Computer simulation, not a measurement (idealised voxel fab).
Process module under the name voxel transistor to metal
In the cross-section labelled cut, the width is 210 nm and each square cell is 5 nm.
If you're reading a cross-section in this doc, picture square cells in a grid; it comes to you as bands, top ones listed first down to the bottom, and a band can be one or more rows of cells.
Each band's line starts with the height of the band's top and of its bottom, in nm. Then come its materials from left to right, each with its width in nm. One material with "throughout" fills the band from edge to edge. "empty" is empty space.
Where do heights start? At 0: under that level the wafer as delivered is made of one material only. And the lowest band has no floor; it just carries on downward, as in "z 0 and below".
Think of "30->40" as a width that walks from the first number to the second as you go down the band, top row to bottom row, taking equal-sized steps from row to row.
Reading "no change" for a step: not a cell of the cross-section changed in it.
"Closed void list" - sealed voids, min. 8 cells, no opening to top; format: width x height at distance (distance from left edge; nm throughout).
Where a step's line continues beyond its settings, the continuation is a remark by the simulator itself on that step.
The line of a step may include "overlay nm". On a step with a mask, this value is how far to the right of its planned place the mask lay. A negative value means the mask lay to the left.
# Here's what the planned process steps look like
step 1: RECEIVE (material Si)
step 2: OXIDIZE (depth nm 5)
step 3: CONFORMAL_DEP (material SiN; thk nm 15)
step 4: DIRECTIONAL_DEP (material aC; thk nm 15)
step 5: PATTERN (tone cover; mask id ACTIVE; material resist; width nm 125; thk nm 30; overlay nm 0)
step 6: DIRECTIONAL_ETCH (etch materials aC; depth nm 15)
step 7: STRIP (etch materials resist)
step 8: DIRECTIONAL_ETCH (etch materials SiN; depth nm 15)
step 9: DIRECTIONAL_ETCH (etch materials SiO2; depth nm 5)
step 10: DIRECTIONAL_ETCH (etch materials Si; depth nm 35)
step 11: STRIP (etch materials aC)
step 12: FILL_DEP (material SiO2; thk nm 15)
step 13: CMP (height nm 15)
step 14: SELECTIVE_ETCH (etch materials SiO2; depth nm 5)
step 15: STRIP (etch materials SiN)
step 16: SELECTIVE_ETCH (etch materials SiO2; depth nm 5)
step 17: OXIDIZE (depth nm 5)
step 18: DIRECTIONAL_DEP (material polySi; thk nm 20)
step 19: DIRECTIONAL_DEP (material SiCN; thk nm 15)
step 20: PATTERN (tone cover; mask id GATE; material resist; width nm 35; thk nm 15; overlay nm 0)
step 21: DIRECTIONAL_ETCH (etch materials SiCN; depth nm 25)
step 22: DIRECTIONAL_ETCH (etch materials polySi; depth nm 30)
step 23: STRIP (etch materials resist)
step 24: CONFORMAL_DEP (material SiN; thk nm 10)
step 25: DIRECTIONAL_ETCH (etch materials SiN; depth nm 10)
step 26: DIRECTIONAL_ETCH (etch materials SiO2; depth nm 5)
step 27: DIRECTIONAL_ETCH (etch materials Si; depth nm 10)
step 28: EPI (material SiGe; thk nm 10)
step 29: FILL_DEP (material SiO2; thk nm 10)
step 30: CMP (height nm 15)
step 31: STRIP (etch materials polySi)
step 32: SELECTIVE_ETCH (etch materials SiO2; depth nm 5)
step 33: CONFORMAL_DEP (material HfO2; thk nm 5)
step 34: CONFORMAL_DEP (material TiN; thk nm 5)
step 35: FILL_DEP (material W; thk nm 10)
step 36: CMP (height nm 10)
step 37: DIRECTIONAL_DEP (material SiO2; thk nm 15)
step 38: PATTERN (tone open; mask id CONTACT; material resist; width nm 15; pitch nm 90; thk nm 20; overlay nm 0)
step 39: DIRECTIONAL_ETCH (etch materials SiO2; depth nm 35)
step 40: STRIP (etch materials resist)
step 41: CONFORMAL_DEP (material TiN; thk nm 5)
step 42: FILL_DEP (material Ru; thk nm 10)
step 43: CMP (height nm 25)
step 44: DIRECTIONAL_DEP (material TiN; thk nm 5)
step 45: DIRECTIONAL_DEP (material W; thk nm 15)
step 46: PATTERN (tone cover; mask id METAL_1; material resist; width nm 15; pitch nm 90; thk nm 15; overlay nm 0)
step 47: DIRECTIONAL_ETCH (etch materials W; depth nm 15)
step 48: DIRECTIONAL_ETCH (etch materials TiN; depth nm 5)
step 49: STRIP (etch materials resist)
step 50: FILL_DEP (material lowk; thk nm 5)
step 51: CMP (height nm 45)
step 52: CONFORMAL_DEP (material SiCN; thk nm 5)
step 53: DIRECTIONAL_DEP (material SiO2; thk nm 30)
step 54: DIRECTIONAL_DEP (material aC; thk nm 15)
step 55: PATTERN (tone open; mask id METAL_2; material resist; width nm 15; pitch nm 90; thk nm 30; overlay nm 0)
step 56: DIRECTIONAL_ETCH (etch materials aC; depth nm 15)
step 57: STRIP (etch materials resist)
step 58: DIRECTIONAL_ETCH (etch materials SiO2; depth nm 15)
step 59: STRIP (etch materials aC)
step 60: PATTERN (tone open; mask id METAL_2_HOLES; material resist; width nm 15; pitch nm 90; thk nm 20; overlay nm 0)
step 61: DIRECTIONAL_ETCH (etch materials SiO2; depth nm 15)
step 62: DIRECTIONAL_ETCH (etch materials SiCN; depth nm 5)
step 63: STRIP (etch materials resist)
step 64: CONFORMAL_DEP (material TiN; thk nm 5)
step 65: FILL_DEP (material Ru; thk nm 10)
step 66: CMP (height nm 80)
step 67: CONFORMAL_DEP (material SiN; thk nm 5)
# Wafer as received: cross-section following step 1
    z 0 and below: Si throughout
    Closed void list: none
# First of two wafers at the end of the module, shown in cross-section; run carried out as planned
    z 85 to 80: SiN throughout
    z 80 to 50: 50 nm SiO2 | 5 nm TiN | 5 nm Ru | 5 nm TiN | 75 nm SiO2 | 5 nm TiN | 5 nm Ru | 5 nm TiN | 55 nm SiO2
    z 50 to 45: 50 nm SiCN | 15 nm TiN | 75 nm SiCN | 15 nm TiN | 55 nm SiCN
    z 45 to 30: 50 nm lowk | 15 nm W | 75 nm lowk | 15 nm W | 55 nm lowk
    z 30 to 25: 50 nm lowk | 15 nm TiN | 75 nm lowk | 15 nm TiN | 55 nm lowk
    z 25 to 10: 50 nm SiO2 | 5 nm TiN | 5 nm Ru | 5 nm TiN | 75 nm SiO2 | 5 nm TiN | 5 nm Ru | 5 nm TiN | 55 nm SiO2
    z 10 to 5: 50 nm SiO2 | 5 nm TiN | 5 nm Ru | 5 nm TiN | 10 nm SiO2 | 10 nm SiN | 5 nm HfO2 | 5 nm TiN | 15 nm W | 5 nm TiN | 5 nm HfO2 | 10 nm SiN | 10 nm SiO2 | 5 nm TiN | 5 nm Ru | 5 nm TiN | 55 nm SiO2
    z 5 to 0: 35 nm SiO2 | 10 nm SiN | 5 nm SiO2 | 15 nm TiN | 10 nm SiO2 | 10 nm SiN | 5 nm HfO2 | 5 nm TiN | 15 nm W | 5 nm TiN | 5 nm HfO2 | 10 nm SiN | 10 nm SiO2 | 15 nm TiN | 5 nm SiO2 | 10 nm SiN | 40 nm SiO2
    z 0 to -5: 35 nm SiO2 | 10 nm SiN | 10 nm SiGe | 10 nm TiN | 10 nm SiGe | 10 nm SiN | 5 nm HfO2 | 25 nm TiN | 5 nm HfO2 | 10 nm SiN | 10 nm SiGe | 10 nm TiN | 10 nm SiGe | 10 nm SiN | 40 nm SiO2
    z -5 to -10: 45 nm SiO2 | 10 nm SiGe | 10 nm TiN | 10 nm SiGe | 5 nm SiO2 | 45 nm HfO2 | 5 nm SiO2 | 10 nm SiGe | 10 nm TiN | 10 nm SiGe | 50 nm SiO2
    z -10 to -20: 40 nm SiO2 | 5 nm Si | 30 nm SiGe | 55 nm Si | 30 nm SiGe | 5 nm Si | 45 nm SiO2
    z -20 to -40: 40 nm SiO2 | 125 nm Si | 45 nm SiO2
    z -40 and below: Si throughout
    Closed void list: none
# Cross-section of the latter of the two wafers at module completion. It had an identical start and an identical plan to the former; in running it, one mistake was made
    z 85 to 80: SiN throughout
    z 80 to 50: 50 nm SiO2 | 5 nm TiN | 5 nm Ru | 5 nm TiN | 75 nm SiO2 | 5 nm TiN | 5 nm Ru | 5 nm TiN | 55 nm SiO2
    z 50 to 45: 50 nm SiCN | 15 nm TiN | 75 nm SiCN | 15 nm TiN | 55 nm SiCN
    z 45 to 30: 50 nm lowk | 15 nm W | 75 nm lowk | 15 nm W | 55 nm lowk
    z 30 to 25: 50 nm lowk | 15 nm TiN | 75 nm lowk | 15 nm TiN | 55 nm lowk
    z 25 to 10: 50 nm SiO2 | 5 nm TiN | 5 nm Ru | 5 nm TiN | 75 nm SiO2 | 5 nm TiN | 5 nm Ru | 5 nm TiN | 55 nm SiO2
    z 10 to 5: 50 nm SiO2 | 5 nm TiN | 5 nm Ru | 5 nm TiN | 10 nm SiO2 | 10 nm SiN | 5 nm HfO2 | 5 nm TiN | 15 nm W | 5 nm TiN | 5 nm HfO2 | 10 nm SiN | 10 nm SiO2 | 5 nm TiN | 5 nm Ru | 5 nm TiN | 55 nm SiO2
    z 5 to 0: 35 nm SiO2 | 10 nm SiN | 5 nm SiO2 | 15 nm TiN | 10 nm SiO2 | 10 nm SiN | 5 nm HfO2 | 5 nm TiN | 15 nm W | 5 nm TiN | 5 nm HfO2 | 10 nm SiN | 10 nm SiO2 | 15 nm TiN | 5 nm SiO2 | 10 nm SiN | 40 nm SiO2
    z 0 to -5: 35 nm SiO2 | 10 nm SiN | 10 nm SiGe | 10 nm TiN | 10 nm SiGe | 10 nm SiN | 5 nm HfO2 | 25 nm TiN | 5 nm HfO2 | 10 nm SiN | 10 nm SiGe | 10 nm TiN | 10 nm SiGe | 10 nm SiN | 40 nm SiO2
    z -5 to -10: 45 nm SiO2 | 10 nm SiGe | 10 nm TiN | 10 nm SiGe | 5 nm SiO2 | 45 nm HfO2 | 5 nm SiO2 | 10 nm SiGe | 10 nm TiN | 10 nm SiGe | 50 nm SiO2
    z -10 to -20: 40 nm SiO2 | 5 nm Si | 30 nm SiGe | 55 nm Si | 30 nm SiGe | 5 nm Si | 45 nm SiO2
    z -20 to -75: 40 nm SiO2 | 125 nm Si | 45 nm SiO2
    z -75 and below: Si throughout
    Closed void list: none
Misprocessing identified: heads up, step 10 of the plan got done twice
It is noted that, at the conclusion of processing, the second wafer exhibits a higher or lower cell count for certain materials relative to the first: Si -119; SiO2 +119
